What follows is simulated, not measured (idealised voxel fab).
process module | voxel tone inversion
cross-section cut | 190 nm wide | cells 5 nm
A cross-section is a grid of square cells, given in bands from the top down. A band is one or more rows of cells.
Each band's line starts with the height of the band's top and of its bottom, in nm. Then come its materials from left to right, each with its width in nm. One material with "throughout" fills the band from edge to edge. "air" is empty space.
Height 0 is the level under which the wafer as received is all one material. The lowest band goes on downwards, as in "0 down".
A width such as "30 to 40" changes by the same amount from each row of cells to the next, from the band's top row to its bottom row.
"no change" after a step means that no cell of the cross-section changed.
closed voids: empty space of 8 cells or more with no open way to the top, each as width x height at its distance from the left edge, in nm
after a step's settings: what the simulator itself notes on the step
overlay nm, on a step with a mask: how far to the right of its planned place the mask lay; to the left if negative
plan
1 op RECEIVE | material Si
2 op CONFORMAL_DEP | material SiCN | thk nm 5
3 op DIRECTIONAL_DEP | material polySi | thk nm 25
4 op PATTERN | tone cover | mask id POSTS | material resist | width nm 25 | pitch nm 40 | thk nm 35 | overlay nm 0
5 op DIRECTIONAL_ETCH | etch materials polySi | depth nm 25
6 op STRIP | etch materials resist
7 op FILL_DEP | material lowk | thk nm 5
8 op CMP | height nm 35
9 op STRIP | etch materials polySi
10 op CONFORMAL_DEP | material TiN | thk nm 5
11 op FILL_DEP | material W | thk nm 5
12 op CMP | height nm 35
13 op CONFORMAL_DEP | material SiCN | thk nm 5
varied across the wafers: thk nm of step 2. The plan shows the first wafer's value. All wafers start alike
first wafer as received, after step 1
  0 down: Si throughout
  closed voids: none
first wafer at the end, after step 13
  40 to 35: SiCN throughout
  35 to 30: lowk throughout
  30 to 5: lowk 40 | polySi 25 | lowk 15 | polySi 25 | lowk 15 | polySi 25 | lowk 45
  5 to 0: SiCN throughout
  0 down: Si throughout
  closed voids: none
last wafer at the end
  40 to 35: SiCN throughout
  35 to 30: lowk 40 | TiN 5 | W 15 | TiN 5 | lowk 15 | TiN 5 | W 15 | TiN 5 | lowk 15 | TiN 5 | W 15 | TiN 5 | lowk 45
  30 to 25: lowk 40 | TiN 25 | lowk 15 | TiN 25 | lowk 15 | TiN 25 | lowk 45
  25 to 0: SiCN throughout
  0 down: Si throughout
  closed voids: none
each wafer at the end: cells of each material gained (+) or lost (-) since it was received, then its closed voids
thk nm 5 | +76 SiCN | +153 lowk | +75 polySi | closed voids: none
thk nm 10 | +114 SiCN | +39 TiN | +36 W | +115 lowk | closed voids: none
thk nm 15 | +152 SiCN | +33 TiN | +27 W | +92 lowk | closed voids: none
thk nm 20 | +190 SiCN | +27 TiN | +18 W | +69 lowk | closed voids: none
thk nm 25 | +228 SiCN | +21 TiN | +9 W | +46 lowk | closed voids: none
